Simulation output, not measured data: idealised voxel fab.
Herein follows the process module entitled voxel capacitor over wiring.
Each square cell in cross-section cut measures 5 nm, and the section as a whole is 140 nm wide.
When this document writes out a cross-section, it uses a grid of square cells and lists it as bands, beginning at the top and moving down, with a band standing for one or more rows of cells.
The entry gives the band's vertical extent as a top height and a bottom height in nm, then its horizontal make-up as materials from left to right, each with a width in nm. "air" stands for empty space; a single material marked "all across" fills the band edge to edge.
Zero point of the height axis is 0; under it, received wafer = one material. Lowest band: continues down indefinitely, "0 and below".
You'd read "30 to 40" like this: the band's top row of cells is as wide as the first number, its bottom row is as wide as the second, and going down, every row changes width by the same amount as the row before did.
Key: "no change occurred" - step with no changed cell in the cross-section.
Listed in "Closed internal voids": every empty space of 8 or more cells without an open way to the top. Form: width x height at distance, the distance being from the left edge, all in nm.
Anything after a step's settings on that line? It's the simulator's own note about the step.
A step's line can hold "overlay nm"; with a mask on that step, the setting says how far right of the planned place the mask lay, while a negative setting says it lay to the left.

LIST OF PLANNED PROCESS STEPS
- 1: RECEIVE,material Si
- 2: CONFORMAL_DEP,material SiO2,thk nm 10
- 3: CONFORMAL_DEP,material SiN,thk nm 5
- 4: DIRECTIONAL_DEP,material SiO2,thk nm 15
- 5: DIRECTIONAL_DEP,material aC,thk nm 10
- 6: PATTERN,tone open,mask id METAL_1,material resist,width nm 25,pitch nm 80,thk nm 25,overlay nm 0
- 7: DIRECTIONAL_ETCH,etch materials aC,depth nm 10
- 8: STRIP,etch materials resist
- 9: DIRECTIONAL_ETCH,etch materials SiO2,depth nm 5
- 10: DIRECTIONAL_ETCH,etch materials SiN,depth nm 5
- 11: STRIP,etch materials aC
- 12: CONFORMAL_DEP,material TiN,thk nm 5
- 13: FILL_DEP,material W,thk nm 10
- 14: CMP,height nm 30
- 15: EPI,material Ru,thk nm 5
- 16: FILL_DEP,material SiCN,thk nm 5
- 17: DIRECTIONAL_DEP,material SiO2,thk nm 20
- 18: DIRECTIONAL_DEP,material aC,thk nm 15
- 19: PATTERN,tone open,mask id PLUG_1,material resist,width nm 15,thk nm 30,overlay nm 0
- 20: DIRECTIONAL_ETCH,etch materials aC,depth nm 15
- 21: STRIP,etch materials resist
- 22: DIRECTIONAL_ETCH,etch materials SiO2,depth nm 20
- 23: DIRECTIONAL_ETCH,etch materials SiCN,depth nm 5
- 24: STRIP,etch materials aC
- 25: EPI,material Ru,thk nm 10
- 26: EPI,material Ru,thk nm 10
- 27: EPI,material Ru,thk nm 5
- 28: DIRECTIONAL_DEP,material TiN,thk nm 10
- 29: DIRECTIONAL_DEP,material SiN,thk nm 5
- 30: DIRECTIONAL_DEP,material TiN,thk nm 10
- 31: DIRECTIONAL_DEP,material aC,thk nm 15
- 32: PATTERN,tone cover,mask id UPPER_PLATE,material resist,width nm 60,thk nm 35,overlay nm 0
- 33: DIRECTIONAL_ETCH,etch materials aC,depth nm 15
- 34: STRIP,etch materials resist
- 35: DIRECTIONAL_ETCH,etch materials TiN,depth nm 10
- 36: DIRECTIONAL_ETCH,etch materials SiN,depth nm 5
- 37: STRIP,etch materials aC
- 38: DIRECTIONAL_DEP,material aC,thk nm 15
- 39: PATTERN,tone cover,mask id LOWER_PLATE,material resist,width nm 70,thk nm 30,overlay nm 0
- 40: DIRECTIONAL_ETCH,etch materials aC,depth nm 15
- 41: STRIP,etch materials resist
- 42: DIRECTIONAL_ETCH,etch materials TiN,depth nm 10
- 43: STRIP,etch materials aC
- 44: FILL_DEP,material SiO2,thk nm 15
- 45: CMP,height nm 95
- 46: DIRECTIONAL_DEP,material aC,thk nm 15
- 47: PATTERN,tone open,mask id PLUG_2,material resist,width nm 15,thk nm 35,overlay nm 0
- 48: DIRECTIONAL_ETCH,etch materials aC,depth nm 15
- 49: STRIP,etch materials resist
- 50: DIRECTIONAL_ETCH,etch materials SiO2,depth nm 10
- 51: STRIP,etch materials aC
- 52: CONFORMAL_DEP,material TiN,thk nm 5
- 53: FILL_DEP,material Cu,thk nm 5
- 54: CMP,height nm 95
- 55: CONFORMAL_DEP,material SiCN,thk nm 5
The wafers are alike at the start. At step 9, their depth nm differs. The plan lists the first wafer's value.

CROSS-SECTION OF THE FIRST OF SEVERAL WAFERS AS RECEIVED (AFTER STEP 1)
    0 and below = Si all across
    Closed internal voids: none

WAFER ROWS, END OF MODULE: CELLS PER MATERIAL GAINED (+) OR LOST (-) SINCE RECEIPT; CLOSED VOIDS LAST
depth nm 5 | +1 Cu | +29 Ru | +67 SiCN | +40 SiN | +356 SiO2 | +67 TiN | Closed internal voids: none
depth nm 10 | +1 Cu | +29 Ru | +67 SiCN | +40 SiN | +346 SiO2 | +71 TiN | +6 W | Closed internal voids: none
depth nm 15 | +1 Cu | +29 Ru | +67 SiCN | +30 SiN | +336 SiO2 | +79 TiN | +18 W | Closed internal voids: none
depth nm 20 | +1 Cu | +29 Ru | +67 SiCN | +30 SiN | +336 SiO2 | +79 TiN | +18 W | Closed internal voids: none
depth nm 25 | +1 Cu | +29 Ru | +67 SiCN | +30 SiN | +336 SiO2 | +79 TiN | +18 W | Closed internal voids: none
depth nm 30 | +1 Cu | +29 Ru | +67 SiCN | +30 SiN | +336 SiO2 | +79 TiN | +18 W | Closed internal voids: none
